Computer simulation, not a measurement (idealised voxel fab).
The document below concerns the process module designated voxel transistor to metal.
FYI the section here is cut, 185 nm wide, cells are 5 nm squares.
In this document a cross-section is written as a grid of square cells. It is given as a series of bands, listed from the top down, and a band is one or more rows of cells.
Top, bottom (nm), then materials left to right with widths (nm); lone material tagged "all across" fills the whole band edge to edge; "air" = empty space.
Note: height 0 marks the level under which the wafer is uniformly one material as received. Lowest band unbounded below, written "0 nm and below".
Width "30 to 40": first value at the band's top row of cells, second value at its bottom row, equal change from row to row.
Where a step carries "no change", the cross-section came out of it unchanged, cell for cell.
"Enclosed void inventory" lists enclosed empty spaces (at least 8 cells, no open path upward to the top), each as width x height at distance from the left edge, in nm.
That trailing text on a step's line, after the settings, is the simulator's own remark on the step.
overlay nm: right-of-plan distance of the mask on a masked step; negative values mean left-of-plan.
PLANNED PROCESS STEPS
1. op RECEIVE | material Si
2. op CONFORMAL_DEP | material SiO2 | thk nm 5
3. op CONFORMAL_DEP | material SiN | thk nm 15
4. op PATTERN | tone cover | mask id ACTIVE | material resist | width nm 105 | thk nm 20 | overlay nm 0
5. op DIRECTIONAL_ETCH | etch materials SiN | depth nm 15
6. op DIRECTIONAL_ETCH | etch materials SiO2 | depth nm 5
7. op DIRECTIONAL_ETCH | etch materials Si | depth nm 30
8. op STRIP | etch materials resist
9. op FILL_DEP | material SiO2 | thk nm 5
10. op CMP | height nm 20
11. op SELECTIVE_ETCH | etch materials SiO2 | depth nm 5
12. op STRIP | etch materials SiN
13. op SELECTIVE_ETCH | etch materials SiO2 | depth nm 5
14. op OXIDIZE | depth nm 5
15. op DIRECTIONAL_DEP | material polySi | thk nm 30
16. op DIRECTIONAL_DEP | material SiCN | thk nm 10
17. op PATTERN | tone cover | mask id GATE | material resist | width nm 25 | thk nm 20 | overlay nm 0
18. op DIRECTIONAL_ETCH | etch materials SiCN | depth nm 20
19. op DIRECTIONAL_ETCH | etch materials polySi | depth nm 40
20. op STRIP | etch materials resist
21. op CONFORMAL_DEP | material SiN | thk nm 10
22. op DIRECTIONAL_ETCH | etch materials SiN | depth nm 10
23. op DIRECTIONAL_ETCH | etch materials SiO2 | depth nm 5
24. op DIRECTIONAL_ETCH | etch materials Si | depth nm 10
25. op EPI | material nSi | thk nm 10
26. op FILL_DEP | material SiO2 | thk nm 10
27. op CMP | height nm 40
28. op DIRECTIONAL_DEP | material SiO2 | thk nm 15
29. op PATTERN | tone open | mask id CONTACT | material resist | width nm 20 | pitch nm 75 | thk nm 15 | overlay nm 0
30. op DIRECTIONAL_ETCH | etch materials SiO2 | depth nm 60
31. op STRIP | etch materials resist
32. op CONFORMAL_DEP | material TiN | thk nm 5
33. op FILL_DEP | material Ru | thk nm 5
34. op CMP | height nm 55
35. op DIRECTIONAL_DEP | material TiN | thk nm 5
36. op DIRECTIONAL_DEP | material W | thk nm 20
37. op MASKED_ETCH | tone cover | mask id METAL_1 | width nm 20 | pitch nm 75 | etch materials W | depth nm 20 | overlay nm 0
38. op MASKED_ETCH | tone cover | mask id METAL_1 | width nm 20 | pitch nm 75 | etch materials TiN | depth nm 5 | overlay nm 0
39. op CONFORMAL_DEP | material SiCN | thk nm 5
40. op FILL_DEP | material SiO2 | thk nm 5
41. op CMP | height nm 80
42. op CONFORMAL_DEP | material SiCN | thk nm 5
CROSS-SECTION OF THE INCOMING WAFER, STATE AFTER STEP 1
- 0 nm and below  Si all across
- Enclosed void inventory: none
BELOW IS THE WAFER IN CROSS-SECTION AFTER THE MODULE WAS COMPLETED. IT BEGAN FROM THE STARTING POINT SHOWN ABOVE AND FOLLOWED THE PLAN SHOWN ABOVE, EXCEPT THAT ONE MISTAKE WAS MADE WHILE RUNNING IT
- 85 nm to 80 nm  SiCN all across
- 80 nm to 60 nm  SiO2 40  SiCN 5  W 20  SiCN 5  SiO2 45  SiCN 5  W 20  SiCN 5  SiO2 40
- 60 nm to 55 nm  SiCN 45  TiN 20  SiCN 55  TiN 20  SiCN 45
- 55 nm to 40 nm  SiO2 45  TiN 5  Ru 10  TiN 5  SiO2 55  TiN 5  Ru 10  TiN 5  SiO2 45
- 40 nm to 30 nm  SiO2 45  TiN 5  Ru 10  TiN 5  SiO2 5  SiN 10  SiCN 25  SiN 10  SiO2 5  TiN 5  Ru 10  TiN 5  SiO2 45
- 30 nm to 10 nm  SiO2 45  TiN 5  Ru 10  TiN 5  SiO2 5  SiN 10  polySi 25  SiN 10  SiO2 5  TiN 5  Ru 10  TiN 5  SiO2 45
- 10 nm to 5 nm  SiO2 35  SiN 10  TiN 5  Ru 5  TiN 10  SiO2 5  SiN 10  polySi 25  SiN 10  SiO2 5  TiN 10  Ru 5  TiN 5  SiN 10  SiO2 35
- 5 nm to 0 nm  SiO2 35  SiN 10  TiN 15  nSi 10  SiN 10  polySi 25  SiN 10  nSi 10  TiN 15  SiN 10  SiO2 35
- 0 nm to -5 nm  SiO2 35  SiN 5  SiO2 5  nSi 10  TiN 5  nSi 10  SiO2 45  nSi 10  TiN 5  nSi 10  SiO2 5  SiN 5  SiO2 35
- -5 nm to -10 nm  SiO2 45  nSi 25  Si 45  nSi 25  SiO2 45
- -10 nm to -15 nm  SiO2 40  Si 5  nSi 25  Si 45  nSi 25  Si 5  SiO2 40
- -15 nm to -30 nm  SiO2 40  Si 105  SiO2 40
- -30 nm and below  Si all across
- Enclosed void inventory: none
Heads up, the wafer didn't run the way we planned it: yeah, step 2 of the plan got skipped, never ran
